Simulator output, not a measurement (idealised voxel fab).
The following is a process module called voxel transistor to metal.
The width of the displayed cross-section, cut, is 235 nm; its cells are square, with a size of 5 nm.
Cross-section spec: square-cell grid; bands listed top down; each band is one or more rows. Look at the band entry: it leads with the top's height and the bottom's height in nm. Then it lists the materials left to right, with a width in nm for each. The word "edge to edge" on a single material says that material fills the band edge to edge. The word "air" is empty space. Heads up on the height convention: 0 is the point under which the incoming wafer is all one material, and the lowest band has no bottom, it just keeps going down, like "0 and below". Width "30->40": first value at the band's top row of cells, second value at its bottom row, equal change from row to row. For the purposes of this document, the phrase "nothing was modified" attached to a step denotes that no cell within the cross-section was modified by that step. Under "Sealed cavities" you'll find the enclosed gaps, the ones with no way out to the top, that are 8 cells or bigger; each reads width x height at distance, with distance counted from the left edge, everything in nm. after a step's settings: what the simulator itself notes on the step. Among the settings permitted on a step's line is "overlay nm"; applied to a step with a mask, it specifies the extent to which the mask lay to the right of its planned position, whereas a negative figure signifies a position to the left.

Listed below are the process steps as planned:
1: RECEIVE, material Si
2: OXIDIZE, depth nm 5
3: CONFORMAL_DEP, material SiN, thk nm 15
4: DIRECTIONAL_DEP, material aC, thk nm 15
5: PATTERN, tone cover, mask id ACTIVE, material resist, width nm 85, pitch nm 105, thk nm 35, overlay nm 0
6: DIRECTIONAL_ETCH, etch materials aC, depth nm 15
7: STRIP, etch materials resist
8: DIRECTIONAL_ETCH, etch materials SiN, depth nm 15
9: DIRECTIONAL_ETCH, etch materials SiO2, depth nm 5
10: DIRECTIONAL_ETCH, etch materials Si, depth nm 30
11: STRIP, etch materials aC
12: OXIDIZE, depth nm 5
13: FILL_DEP, material SiO2, thk nm 15
14: CMP, height nm 15
15: SELECTIVE_ETCH, etch materials SiO2, depth nm 10
16: STRIP, etch materials SiN
17: SELECTIVE_ETCH, etch materials SiO2, depth nm 5
18: OXIDIZE, depth nm 5
19: DIRECTIONAL_DEP, material polySi, thk nm 20
20: DIRECTIONAL_DEP, material SiCN, thk nm 15
21: DIRECTIONAL_DEP, material aC, thk nm 10
22: PATTERN, tone cover, mask id GATE, material resist, width nm 15, pitch nm 105, thk nm 30, overlay nm 0
23: DIRECTIONAL_ETCH, etch materials aC, depth nm 10
24: STRIP, etch materials resist
25: DIRECTIONAL_ETCH, etch materials SiCN, depth nm 25
26: DIRECTIONAL_ETCH, etch materials polySi, depth nm 30
27: STRIP, etch materials aC
28: CONFORMAL_DEP, material SiO2, thk nm 5
29: DIRECTIONAL_ETCH, etch materials SiO2, depth nm 5
30: CONFORMAL_DEP, material SiN, thk nm 5
31: DIRECTIONAL_ETCH, etch materials SiN, depth nm 5
32: DIRECTIONAL_ETCH, etch materials SiO2, depth nm 5
33: DIRECTIONAL_ETCH, etch materials Si, depth nm 5
34: EPI, material SiGe, thk nm 5
35: FILL_DEP, material SiO2, thk nm 5
36: CMP, height nm 30
37: DIRECTIONAL_DEP, material SiO2, thk nm 10
38: PATTERN, tone open, mask id CONTACT, material resist, width nm 15, thk nm 15, overlay nm 0
39: DIRECTIONAL_ETCH, etch materials SiO2, depth nm 50
40: STRIP, etch materials resist
41: CONFORMAL_DEP, material TiN, thk nm 5
42: FILL_DEP, material W, thk nm 10
43: CMP, height nm 40
44: DIRECTIONAL_DEP, material TiN, thk nm 5
45: DIRECTIONAL_DEP, material W, thk nm 25
46: MASKED_ETCH, tone cover, mask id METAL_1, width nm 15, etch materials W, depth nm 25, overlay nm 0
47: MASKED_ETCH, tone cover, mask id METAL_1, width nm 15, etch materials TiN, depth nm 5, overlay nm 0
48: FILL_DEP, material SiO2, thk nm 10
49: CMP, height nm 70
50: CONFORMAL_DEP, material SiCN, thk nm 5
51: DIRECTIONAL_DEP, material SiO2, thk nm 30
52: PATTERN, tone open, mask id METAL_2, material resist, width nm 15, pitch nm 105, thk nm 15, overlay nm 0
53: DIRECTIONAL_ETCH, etch materials SiO2, depth nm 15
54: STRIP, etch materials resist
55: PATTERN, tone open, mask id METAL_2_HOLES, material resist, width nm 15, pitch nm 105, thk nm 20, overlay nm 0
56: DIRECTIONAL_ETCH, etch materials SiO2, depth nm 15
57: DIRECTIONAL_ETCH, etch materials SiCN, depth nm 5
58: STRIP, etch materials resist
59: CONFORMAL_DEP, material TiN, thk nm 5
60: FILL_DEP, material Ru, thk nm 5
61: CMP, height nm 105
62: CONFORMAL_DEP, material SiCN, thk nm 5

Below: the first of two wafers, run as planned:

Wafer at receipt (post step 1), cross-section:
> 0 and below = Si edge to edge
> Sealed cavities: none

Take a look at the wafer's cross-section after step 2:
> 0 down to -5 = SiO2 edge to edge
> below -5: unchanged

Take a look at the wafer's cross-section after step 3:
> 15 down to 0 = SiN edge to edge
> below 0: unchanged

Take a look at the wafer's cross-section after step 4:
> 30 down to 15 = aC edge to edge
> below 15: unchanged

Take a look at the wafer's cross-section after step 5:
> 65 down to 30 = air 20  resist 85  air 20  resist 85  air 25
> below 30: unchanged

Take a look at the wafer's cross-section after step 6:
> 50 down to 30 = air 20  resist 85  air 20  resist 85  air 25
> 30 down to 15 = air 20  aC 85  air 20  aC 85  air 25
> below 15: unchanged

Take a look at the wafer's cross-section after step 7:
> 30 down to 15 = air 20  aC 85  air 20  aC 85  air 25
> below 15: unchanged

Take a look at the wafer's cross-section after step 8:
> 30 down to 15 = air 20  aC 85  air 20  aC 85  air 25
> 15 down to 0 = air 20  SiN 85  air 20  SiN 85  air 25
> below 0: unchanged

Take a look at the wafer's cross-section after step 9:
> 30 down to 15 = air 20  aC 85  air 20  aC 85  air 25
> 15 down to 0 = air 20  SiN 85  air 20  SiN 85  air 25
> 0 down to -5 = air 20  SiO2 85  air 20  SiO2 85  air 25
> below -5: unchanged

Take a look at the wafer's cross-section after step 10:
> 30 down to 15 = air 20  aC 85  air 20  aC 85  air 25
> 15 down to 0 = air 20  SiN 85  air 20  SiN 85  air 25
> 0 down to -5 = air 20  SiO2 85  air 20  SiO2 85  air 25
> -5 down to -35 = air 20  Si 85  air 20  Si 85  air 25
> below -35: unchanged

Take a look at the wafer's cross-section after step 11:
> 15 down to 0 = air 20  SiN 85  air 20  SiN 85  air 25
> below 0: unchanged

Take a look at the wafer's cross-section after step 12:
> 15 down to 0 = air 20  SiN 85  air 20  SiN 85  air 25
> 0 down to -5 = air 20  SiO2 85  air 20  SiO2 85  air 25
> -5 down to -35 = air 20  SiO2 5  Si 75  SiO2 5  air 20  SiO2 5  Si 75  SiO2 5  air 25
> -35 down to -40 = SiO2 25  Si 75  SiO2 30  Si 75  SiO2 30
> below -40: unchanged

Take a look at the wafer's cross-section after step 13:
> 30 down to 15 = SiO2 edge to edge
> 15 down to 0 = SiO2 20  SiN 85  SiO2 20  SiN 85  SiO2 25
> 0 down to -5 = SiO2 edge to edge
> -5 down to -40 = SiO2 25  Si 75  SiO2 30  Si 75  SiO2 30
> below -40: unchanged

Take a look at the wafer's cross-section after step 14:
> 15 down to 0 = SiO2 20  SiN 85  SiO2 20  SiN 85  SiO2 25
> below 0: unchanged

Take a look at the wafer's cross-section after step 15:
> 15 down to 5 = air 20  SiN 85  air 20  SiN 85  air 25
> below 5: unchanged

Take a look at the wafer's cross-section after step 16:
> 5 down to 0 = SiO2 20  air 85  SiO2 20  air 85  SiO2 25
> below 0: unchanged

Take a look at the wafer's cross-section after step 17:
> 0 down to -5 = SiO2 15  air 95  SiO2 10  air 95  SiO2 20
> below -5: unchanged

Take a look at the wafer's cross-section after step 18:
> 0 down to -5 = SiO2 15  air 95  SiO2 10  air 95  SiO2 20
> -5 down to -10 = SiO2 edge to edge
> below -10: unchanged

Take a look at the wafer's cross-section after step 19:
> 20 down to 15 = polySi 15  air 95  polySi 10  air 95  polySi 20
> 15 down to 0 = polySi edge to edge
> 0 down to -5 = SiO2 15  polySi 95  SiO2 10  polySi 95  SiO2 20
> below -5: unchanged

Take a look at the wafer's cross-section after step 20:
> 35 down to 30 = SiCN 15  air 95  SiCN 10  air 95  SiCN 20
> 30 down to 20 = SiCN edge to edge
> 20 down to 15 = polySi 15  SiCN 95  polySi 10  SiCN 95  polySi 20
> below 15: unchanged

Take a look at the wafer's cross-section after step 21:
> 45 down to 40 = aC 15  air 95  aC 10  air 95  aC 20
> 40 down to 35 = aC edge to edge
> 35 down to 30 = SiCN 15  aC 95  SiCN 10  aC 95  SiCN 20
> below 30: unchanged

Take a look at the wafer's cross-section after step 22:
> 75 down to 45 = air 55  resist 15  air 90  resist 15  air 60
> 45 down to 40 = aC 15  air 40  resist 15  air 40  aC 10  air 40  resist 15  air 40  aC 20
> below 40: unchanged

Take a look at the wafer's cross-section after step 23:
> 65 down to 40 = air 55  resist 15  air 90  resist 15  air 60
> 40 down to 35 = air 55  aC 15  air 90  aC 15  air 60
> 35 down to 30 = SiCN 15  air 40  aC 15  air 40  SiCN 10  air 40  aC 15  air 40  SiCN 20
> below 30: unchanged

Take a look at the wafer's cross-section after step 24:
> 40 down to 35 = air 55  aC 15  air 90  aC 15  air 60
> below 35: unchanged

Take a look at the wafer's cross-section after step 25:
> 40 down to 30 = air 55  aC 15  air 90  aC 15  air 60
> 30 down to 20 = air 55  SiCN 15  air 90  SiCN 15  air 60
> 20 down to 15 = polySi 15  air 40  SiCN 15  air 40  polySi 10  air 40  SiCN 15  air 40  polySi 20
> below 15: unchanged

Take a look at the wafer's cross-section after step 26:
> 40 down to 30 = air 55  aC 15  air 90  aC 15  air 60
> 30 down to 15 = air 55  SiCN 15  air 90  SiCN 15  air 60
> 15 down to 0 = air 55  polySi 15  air 90  polySi 15  air 60
> 0 down to -5 = SiO2 15  air 40  polySi 15  air 40  SiO2 10  air 40  polySi 15  air 40  SiO2 20
> below -5: unchanged

Take a look at the wafer's cross-section after step 27:
> 30 down to 15 = air 55  SiCN 15  air 90  SiCN 15  air 60
> below 15: unchanged

Take a look at the wafer's cross-section after step 28:
> 35 down to 30 = air 50  SiO2 25  air 80  SiO2 25  air 55
> 30 down to 15 = air 50  SiO2 5  SiCN 15  SiO2 5  air 80  SiO2 5  SiCN 15  SiO2 5  air 55
> 15 down to 5 = air 50  SiO2 5  polySi 15  SiO2 5  air 80  SiO2 5  polySi 15  SiO2 5  air 55
> 5 down to 0 = SiO2 20  air 30  SiO2 5  polySi 15  SiO2 5  air 30  SiO2 20  air 30  SiO2 5  polySi 15  SiO2 5  air 30  SiO2 25
> 0 down to -5 = SiO2 55  polySi 15  SiO2 90  polySi 15  SiO2 60
> below -5: unchanged

Take a look at the wafer's cross-section after step 29:
> 30 down to 15 = air 50  SiO2 5  SiCN 15  SiO2 5  air 80  SiO2 5  SiCN 15  SiO2 5  air 55
> 15 down to 0 = air 50  SiO2 5  polySi 15  SiO2 5  air 80  SiO2 5  polySi 15  SiO2 5  air 55
> 0 down to -5 = SiO2 20  air 30  SiO2 5  polySi 15  SiO2 5  air 30  SiO2 20  air 30  SiO2 5  polySi 15  SiO2 5  air 30  SiO2 25
> below -5: unchanged

Take a look at the wafer's cross-section after step 30:
> 35 down to 30 = air 45  SiN 35  air 70  SiN 35  air 50
> 30 down to 15 = air 45  SiN 5  SiO2 5  SiCN 15  SiO2 5  SiN 5  air 70  SiN 5  SiO2 5  SiCN 15  SiO2 5  SiN 5  air 50
> 15 down to 5 = air 45  SiN 5  SiO2 5  polySi 15  SiO2 5  SiN 5  air 70  SiN 5  SiO2 5  polySi 15  SiO2 5  SiN 5  air 50
> 5 down to 0 = SiN 25  air 20  SiN 5  SiO2 5  polySi 15  SiO2 5  SiN 5  air 20  SiN 30  air 20  SiN 5  SiO2 5  polySi 15  SiO2 5  SiN 5  air 20  SiN 30
> 0 down to -5 = SiO2 20  SiN 30  SiO2 5  polySi 15  SiO2 5  SiN 30  SiO2 20  SiN 30  SiO2 5  polySi 15  SiO2 5  SiN 30  SiO2 25
> below -5: unchanged

Take a look at the wafer's cross-section after step 31:
> 30 down to 15 = air 45  SiN 5  SiO2 5  SiCN 15  SiO2 5  SiN 5  air 70  SiN 5  SiO2 5  SiCN 15  SiO2 5  SiN 5  air 50
> 15 down to 0 = air 45  SiN 5  SiO2 5  polySi 15  SiO2 5  SiN 5  air 70  SiN 5  SiO2 5  polySi 15  SiO2 5  SiN 5  air 50
> 0 down to -5 = SiO2 20  SiN 5  air 20  SiN 5  SiO2 5  polySi 15  SiO2 5  SiN 5  air 20  SiN 5  SiO2 20  SiN 5  air 20  SiN 5  SiO2 5  polySi 15  SiO2 5  SiN 5  air 20  SiN 5  SiO2 25
> below -5: unchanged

Take a look at the wafer's cross-section after step 32:
> 30 down to 25 = air 45  SiN 5  air 5  SiCN 15  air 5  SiN 5  air 70  SiN 5  air 5  SiCN 15  air 5  SiN 5  air 50
> 25 down to 15 = air 45  SiN 5  SiO2 5  SiCN 15  SiO2 5  SiN 5  air 70  SiN 5  SiO2 5  SiCN 15  SiO2 5  SiN 5  air 50
> 15 down to 0 = air 45  SiN 5  SiO2 5  polySi 15  SiO2 5  SiN 5  air 70  SiN 5  SiO2 5  polySi 15  SiO2 5  SiN 5  air 50
> 0 down to -5 = air 20  SiN 5  air 20  SiN 5  SiO2 5  polySi 15  SiO2 5  SiN 5  air 20  SiN 5  air 20  SiN 5  air 20  SiN 5  SiO2 5  polySi 15  SiO2 5  SiN 5  air 20  SiN 5  air 25
> -5 down to -10 = SiO2 25  air 20  SiO2 35  air 20  SiO2 30  air 20  SiO2 35  air 20  SiO2 30
> below -10: unchanged

Take a look at the wafer's cross-section after step 33:
> 30 down to 25 = air 45  SiN 5  air 5  SiCN 15  air 5  SiN 5  air 70  SiN 5  air 5  SiCN 15  air 5  SiN 5  air 50
> 25 down to 15 = air 45  SiN 5  SiO2 5  SiCN 15  SiO2 5  SiN 5  air 70  SiN 5  SiO2 5  SiCN 15  SiO2 5  SiN 5  air 50
> 15 down to 0 = air 45  SiN 5  SiO2 5  polySi 15  SiO2 5  SiN 5  air 70  SiN 5  SiO2 5  polySi 15  SiO2 5  SiN 5  air 50
> 0 down to -5 = air 20  SiN 5  air 20  SiN 5  SiO2 5  polySi 15  SiO2 5  SiN 5  air 20  SiN 5  air 20  SiN 5  air 20  SiN 5  SiO2 5  polySi 15  SiO2 5  SiN 5  air 20  SiN 5  air 25
> -5 down to -10 = SiO2 25  air 20  SiO2 35  air 20  SiO2 30  air 20  SiO2 35  air 20  SiO2 30
> -10 down to -15 = SiO2 25  air 20  Si 35  air 20  SiO2 30  air 20  Si 35  air 20  SiO2 30
> below -15: unchanged

Take a look at the wafer's cross-section after step 34:
> 30 down to 25 = air 45  SiN 5  air 5  SiCN 15  air 5  SiN 5  air 70  SiN 5  air 5  SiCN 15  air 5  SiN 5  air 50
> 25 down to 15 = air 45  SiN 5  SiO2 5  SiCN 15  SiO2 5  SiN 5  air 70  SiN 5  SiO2 5  SiCN 15  SiO2 5  SiN 5  air 50
> 15 down to 0 = air 45  SiN 5  SiO2 5  polySi 15  SiO2 5  SiN 5  air 70  SiN 5  SiO2 5  polySi 15  SiO2 5  SiN 5  air 50
> 0 down to -5 = air 20  SiN 5  air 20  SiN 5  SiO2 5  polySi 15  SiO2 5  SiN 5  air 20  SiN 5  air 20  SiN 5  air 20  SiN 5  SiO2 5  polySi 15  SiO2 5  SiN 5  air 20  SiN 5  air 25
> -5 down to -10 = SiO2 25  air 15  SiGe 5  SiO2 35  SiGe 5  air 15  SiO2 30  air 15  SiGe 5  SiO2 35  SiGe 5  air 15  SiO2 30
> -10 down to -15 = SiO2 25  SiGe 20  Si 35  SiGe 20  SiO2 30  SiGe 20  Si 35  SiGe 20  SiO2 30
> below -15: unchanged

Take a look at the wafer's cross-section after step 35:
> 35 down to 30 = SiO2 edge to edge
> 30 down to 15 = SiO2 45  SiN 5  SiO2 5  SiCN 15  SiO2 5  SiN 5  SiO2 70  SiN 5  SiO2 5  SiCN 15  SiO2 5  SiN 5  SiO2 50
> 15 down to 0 = SiO2 45  SiN 5  SiO2 5  polySi 15  SiO2 5  SiN 5  SiO2 70  SiN 5  SiO2 5  polySi 15  SiO2 5  SiN 5  SiO2 50
> 0 down to -5 = SiO2 20  SiN 5  SiO2 20  SiN 5  SiO2 5  polySi 15  SiO2 5  SiN 5  SiO2 20  SiN 5  SiO2 20  SiN 5  SiO2 20  SiN 5  SiO2 5  polySi 15  SiO2 5  SiN 5  SiO2 20  SiN 5  SiO2 25
> -5 down to -10 = SiO2 40  SiGe 5  SiO2 35  SiGe 5  SiO2 60  SiGe 5  SiO2 35  SiGe 5  SiO2 45
> below -10: unchanged

Take a look at the wafer's cross-section after step 36:
> 30 down to 15 = SiO2 45  SiN 5  SiO2 5  SiCN 15  SiO2 5  SiN 5  SiO2 70  SiN 5  SiO2 5  SiCN 15  SiO2 5  SiN 5  SiO2 50
> below 15: unchanged

Take a look at the wafer's cross-section after step 37:
> 40 down to 30 = SiO2 edge to edge
> below 30: unchanged

Take a look at the wafer's cross-section after step 38:
> 55 down to 40 = resist 25  air 15  resist 45  air 15  resist 30  air 15  resist 45  air 15  resist 30
> below 40: unchanged

Take a look at the wafer's cross-section after step 39:
> 55 down to 40 = resist 25  air 15  resist 45  air 15  resist 30  air 15  resist 45  air 15  resist 30
> 40 down to 30 = SiO2 25  air 15  SiO2 45  air 15  SiO2 30  air 15  SiO2 45  air 15  SiO2 30
> 30 down to 15 = SiO2 25  air 15  SiO2 5  SiN 5  SiO2 5  SiCN 15  SiO2 5  SiN 5  SiO2 5  air 15  SiO2 30  air 15  SiO2 5  SiN 5  SiO2 5  SiCN 15  SiO2 5  SiN 5  SiO2 5  air 15  SiO2 30
> 15 down to 0 = SiO2 25  air 15  SiO2 5  SiN 5  SiO2 5  polySi 15  SiO2 5  SiN 5  SiO2 5  air 15  SiO2 30  air 15  SiO2 5  SiN 5  SiO2 5  polySi 15  SiO2 5  SiN 5  SiO2 5  air 15  SiO2 30
> 0 down to -5 = SiO2 20  SiN 5  air 15  SiO2 5  SiN 5  SiO2 5  polySi 15  SiO2 5  SiN 5  SiO2 5  air 15  SiN 5  SiO2 20  SiN 5  air 15  SiO2 5  SiN 5  SiO2 5  polySi 15  SiO2 5  SiN 5  SiO2 5  air 15  SiN 5  SiO2 25
> -5 down to -10 = SiO2 25  air 15  SiGe 5  SiO2 35  SiGe 5  air 15  SiO2 30  air 15  SiGe 5  SiO2 35  SiGe 5  air 15  SiO2 30
> below -10: unchanged

Take a look at the wafer's cross-section after step 40:
> 40 down to 30 = SiO2 25  air 15  SiO2 45  air 15  SiO2 30  air 15  SiO2 45  air 15  SiO2 30
> below 30: unchanged

Take a look at the wafer's cross-section after step 41:
> 45 down to 40 = TiN 30  air 5  TiN 55  air 5  TiN 40  air 5  TiN 55  air 5  TiN 35
> 40 down to 30 = SiO2 25  TiN 5  air 5  TiN 5  SiO2 45  TiN 5  air 5  TiN 5  SiO2 30  TiN 5  air 5  TiN 5  SiO2 45  TiN 5  air 5  TiN 5  SiO2 30
> 30 down to 15 = SiO2 25  TiN 5  air 5  TiN 5  SiO2 5  SiN 5  SiO2 5  SiCN 15  SiO2 5  SiN 5  SiO2 5  TiN 5  air 5  TiN 5  SiO2 30  TiN 5  air 5  TiN 5  SiO2 5  SiN 5  SiO2 5  SiCN 15  SiO2 5  SiN 5  SiO2 5  TiN 5  air 5  TiN 5  SiO2 30
> 15 down to 0 = SiO2 25  TiN 5  air 5  TiN 5  SiO2 5  SiN 5  SiO2 5  polySi 15  SiO2 5  SiN 5  SiO2 5  TiN 5  air 5  TiN 5  SiO2 30  TiN 5  air 5  TiN 5  SiO2 5  SiN 5  SiO2 5  polySi 15  SiO2 5  SiN 5  SiO2 5  TiN 5  air 5  TiN 5  SiO2 30
> 0 down to -5 = SiO2 20  SiN 5  TiN 5  air 5  TiN 5  SiO2 5  SiN 5  SiO2 5  polySi 15  SiO2 5  SiN 5  SiO2 5  TiN 5  air 5  TiN 5  SiN 5  SiO2 20  SiN 5  TiN 5  air 5  TiN 5  SiO2 5  SiN 5  SiO2 5  polySi 15  SiO2 5  SiN 5  SiO2 5  TiN 5  air 5  TiN 5  SiN 5  SiO2 25
> -5 down to -10 = SiO2 25  TiN 15  SiGe 5  SiO2 35  SiGe 5  TiN 15  SiO2 30  TiN 15  SiGe 5  SiO2 35  SiGe 5  TiN 15  SiO2 30
> below -10: unchanged

Take a look at the wafer's cross-section after step 42:
> 55 down to 45 = W edge to edge
> 45 down to 40 = TiN 30  W 5  TiN 55  W 5  TiN 40  W 5  TiN 55  W 5  TiN 35
> 40 down to 30 = SiO2 25  TiN 5  W 5  TiN 5  SiO2 45  TiN 5  W 5  TiN 5  SiO2 30  TiN 5  W 5  TiN 5  SiO2 45  TiN 5  W 5  TiN 5  SiO2 30
> 30 down to 15 = SiO2 25  TiN 5  W 5  TiN 5  SiO2 5  SiN 5  SiO2 5  SiCN 15  SiO2 5  SiN 5  SiO2 5  TiN 5  W 5  TiN 5  SiO2 30  TiN 5  W 5  TiN 5  SiO2 5  SiN 5  SiO2 5  SiCN 15  SiO2 5  SiN 5  SiO2 5  TiN 5  W 5  TiN 5  SiO2 30
> 15 down to 0 = SiO2 25  TiN 5  W 5  TiN 5  SiO2 5  SiN 5  SiO2 5  polySi 15  SiO2 5  SiN 5  SiO2 5  TiN 5  W 5  TiN 5  SiO2 30  TiN 5  W 5  TiN 5  SiO2 5  SiN 5  SiO2 5  polySi 15  SiO2 5  SiN 5  SiO2 5  TiN 5  W 5  TiN 5  SiO2 30
> 0 down to -5 = SiO2 20  SiN 5  TiN 5  W 5  TiN 5  SiO2 5  SiN 5  SiO2 5  polySi 15  SiO2 5  SiN 5  SiO2 5  TiN 5  W 5  TiN 5  SiN 5  SiO2 20  SiN 5  TiN 5  W 5  TiN 5  SiO2 5  SiN 5  SiO2 5  polySi 15  SiO2 5  SiN 5  SiO2 5  TiN 5  W 5  TiN 5  SiN 5  SiO2 25
> below -5: unchanged

Take a look at the wafer's cross-section after step 43:
> 40 down to 30 = SiO2 25  TiN 5  W 5  TiN 5  SiO2 45  TiN 5  W 5  TiN 5  SiO2 30  TiN 5  W 5  TiN 5  SiO2 45  TiN 5  W 5  TiN 5  SiO2 30
> below 30: unchanged

Take a look at the wafer's cross-section after step 44:
> 45 down to 40 = TiN edge to edge
> below 40: unchanged

Take a look at the wafer's cross-section after step 45:
> 70 down to 45 = W edge to edge
> below 45: unchanged

Take a look at the wafer's cross-section after step 46:
> 70 down to 45 = air 25  W 15  air 45  W 15  air 30  W 15  air 45  W 15  air 30
> below 45: unchanged

Take a look at the wafer's cross-section after step 47:
> 70 down to 45 = air 25  W 15  air 45  W 15  air 30  W 15  air 45  W 15  air 30
> 45 down to 40 = air 25  TiN 15  air 45  TiN 15  air 30  TiN 15  air 45  TiN 15  air 30
> below 40: unchanged

Take a look at the wafer's cross-section after step 48:
> 80 down to 70 = SiO2 edge to edge
> 70 down to 45 = SiO2 25  W 15  SiO2 45  W 15  SiO2 30  W 15  SiO2 45  W 15  SiO2 30
> 45 down to 40 = SiO2 25  TiN 15  SiO2 45  TiN 15  SiO2 30  TiN 15  SiO2 45  TiN 15  SiO2 30
> below 40: unchanged

Take a look at the wafer's cross-section after step 49:
> 70 down to 45 = SiO2 25  W 15  SiO2 45  W 15  SiO2 30  W 15  SiO2 45  W 15  SiO2 30
> below 45: unchanged

Take a look at the wafer's cross-section after step 50:
> 75 down to 70 = SiCN edge to edge
> below 70: unchanged

Take a look at the wafer's cross-section after step 51:
> 105 down to 75 = SiO2 edge to edge
> below 75: unchanged

Take a look at the wafer's cross-section after step 52:
> 120 down to 105 = resist 25  air 15  resist 90  air 15  resist 90
> below 105: unchanged

Take a look at the wafer's cross-section after step 53:
> 120 down to 105 = resist 25  air 15  resist 90  air 15  resist 90
> 105 down to 90 = SiO2 25  air 15  SiO2 90  air 15  SiO2 90
> below 90: unchanged

Take a look at the wafer's cross-section after step 54:
> 105 down to 90 = SiO2 25  air 15  SiO2 90  air 15  SiO2 90
> below 90: unchanged

Take a look at the wafer's cross-section after step 55:
> 125 down to 105 = resist 25  air 15  resist 90  air 15  resist 90
> below 105: unchanged

Take a look at the wafer's cross-section after step 56:
> 125 down to 105 = resist 25  air 15  resist 90  air 15  resist 90
> 105 down to 75 = SiO2 25  air 15  SiO2 90  air 15  SiO2 90
> below 75: unchanged

Take a look at the wafer's cross-section after step 57:
> 125 down to 105 = resist 25  air 15  resist 90  air 15  resist 90
> 105 down to 75 = SiO2 25  air 15  SiO2 90  air 15  SiO2 90
> 75 down to 70 = SiCN 25  air 15  SiCN 90  air 15  SiCN 90
> below 70: unchanged

Take a look at the wafer's cross-section after step 58:
> 105 down to 75 = SiO2 25  air 15  SiO2 90  air 15  SiO2 90
> below 75: unchanged

Take a look at the wafer's cross-section after step 59:
> 110 down to 105 = TiN 30  air 5  TiN 100  air 5  TiN 95
> 105 down to 75 = SiO2 25  TiN 5  air 5  TiN 5  SiO2 90  TiN 5  air 5  TiN 5  SiO2 90
> 75 down to 70 = SiCN 25  TiN 15  SiCN 90  TiN 15  SiCN 90
> below 70: unchanged

Take a look at the wafer's cross-section after step 60:
> 115 down to 110 = Ru edge to edge
> 110 down to 105 = TiN 30  Ru 5  TiN 100  Ru 5  TiN 95
> 105 down to 75 = SiO2 25  TiN 5  Ru 5  TiN 5  SiO2 90  TiN 5  Ru 5  TiN 5  SiO2 90
> below 75: unchanged

Take a look at the wafer's cross-section after step 61:
> 105 down to 75 = SiO2 25  TiN 5  Ru 5  TiN 5  SiO2 90  TiN 5  Ru 5  TiN 5  SiO2 90
> below 75: unchanged

Take a look at the wafer's cross-section after step 62:
> 110 down to 105 = SiCN edge to edge
> below 105: unchanged

Okay, second wafer. Nothing different at the start, nothing different in the plan, just one mistake somewhere in the running. As far as step 44, counting that step, it's the first wafer all over again:

The second wafer in cross-section, at the planned close of step 45:
> 65 down to 45 = W edge to edge
> below 45: unchanged

The second wafer in cross-section, at the planned close of step 46:
> 65 down to 45 = air 25  W 15  air 45  W 15  air 30  W 15  air 45  W 15  air 30
> below 45: unchanged

The second wafer in cross-section, at the planned close of step 47:
> 65 down to 45 = air 25  W 15  air 45  W 15  air 30  W 15  air 45  W 15  air 30
> 45 down to 40 = air 25  TiN 15  air 45  TiN 15  air 30  TiN 15  air 45  TiN 15  air 30
> below 40: unchanged

The second wafer in cross-section, at the planned close of step 48:
> 75 down to 65 = SiO2 edge to edge
> 65 down to 45 = SiO2 25  W 15  SiO2 45  W 15  SiO2 30  W 15  SiO2 45  W 15  SiO2 30
> 45 down to 40 = SiO2 25  TiN 15  SiO2 45  TiN 15  SiO2 30  TiN 15  SiO2 45  TiN 15  SiO2 30
> below 40: unchanged

The second wafer in cross-section, at the planned close of step 49:
> 70 down to 65 = SiO2 edge to edge
> below 65: unchanged

The second wafer in cross-section, at the planned close of step 50:
> 75 down to 70 = SiCN edge to edge
> below 70: unchanged

The second wafer in cross-section, at the planned close of step 51:
> 105 down to 75 = SiO2 edge to edge
> below 75: unchanged

The second wafer in cross-section, at the planned close of step 52:
> 120 down to 105 = resist 25  air 15  resist 90  air 15  resist 90
> below 105: unchanged

The second wafer in cross-section, at the planned close of step 53:
> 120 down to 105 = resist 25  air 15  resist 90  air 15  resist 90
> 105 down to 90 = SiO2 25  air 15  SiO2 90  air 15  SiO2 90
> below 90: unchanged

The second wafer in cross-section, at the planned close of step 54:
> 105 down to 90 = SiO2 25  air 15  SiO2 90  air 15  SiO2 90
> below 90: unchanged

The second wafer in cross-section, at the planned close of step 55:
> 125 down to 105 = resist 25  air 15  resist 90  air 15  resist 90
> below 105: unchanged

The second wafer in cross-section, at the planned close of step 56:
> 125 down to 105 = resist 25  air 15  resist 90  air 15  resist 90
> 105 down to 75 = SiO2 25  air 15  SiO2 90  air 15  SiO2 90
> below 75: unchanged

The second wafer in cross-section, at the planned close of step 57:
> 125 down to 105 = resist 25  air 15  resist 90  air 15  resist 90
> 105 down to 75 = SiO2 25  air 15  SiO2 90  air 15  SiO2 90
> 75 down to 70 = SiCN 25  air 15  SiCN 90  air 15  SiCN 90
> below 70: unchanged

The second wafer in cross-section, at the planned close of step 58:
> 105 down to 75 = SiO2 25  air 15  SiO2 90  air 15  SiO2 90
> below 75: unchanged

The second wafer in cross-section, at the planned close of step 59:
> 110 down to 105 = TiN 30  air 5  TiN 100  air 5  TiN 95
> 105 down to 75 = SiO2 25  TiN 5  air 5  TiN 5  SiO2 90  TiN 5  air 5  TiN 5  SiO2 90
> 75 down to 70 = SiCN 25  TiN 15  SiCN 90  TiN 15  SiCN 90
> below 70: unchanged

The second wafer in cross-section, at the planned close of step 60:
> 115 down to 110 = Ru edge to edge
> 110 down to 105 = TiN 30  Ru 5  TiN 100  Ru 5  TiN 95
> 105 down to 75 = SiO2 25  TiN 5  Ru 5  TiN 5  SiO2 90  TiN 5  Ru 5  TiN 5  SiO2 90
> below 75: unchanged

The second wafer in cross-section, at the planned close of step 61:
> 105 down to 75 = SiO2 25  TiN 5  Ru 5  TiN 5  SiO2 90  TiN 5  Ru 5  TiN 5  SiO2 90
> below 75: unchanged

The second wafer in cross-section, at the planned close of step 62:
> 110 down to 105 = SiCN edge to edge
> below 105: unchanged
Heads up, the wafer didn't run the way we planned it: step 45 went in with a setting other than planned; the actual run was DIRECTIONAL_DEP, material W, thk nm 20
Materials where the second wafer ends with more or fewer cells than the first: 12 more of SiO2, 12 fewer of W
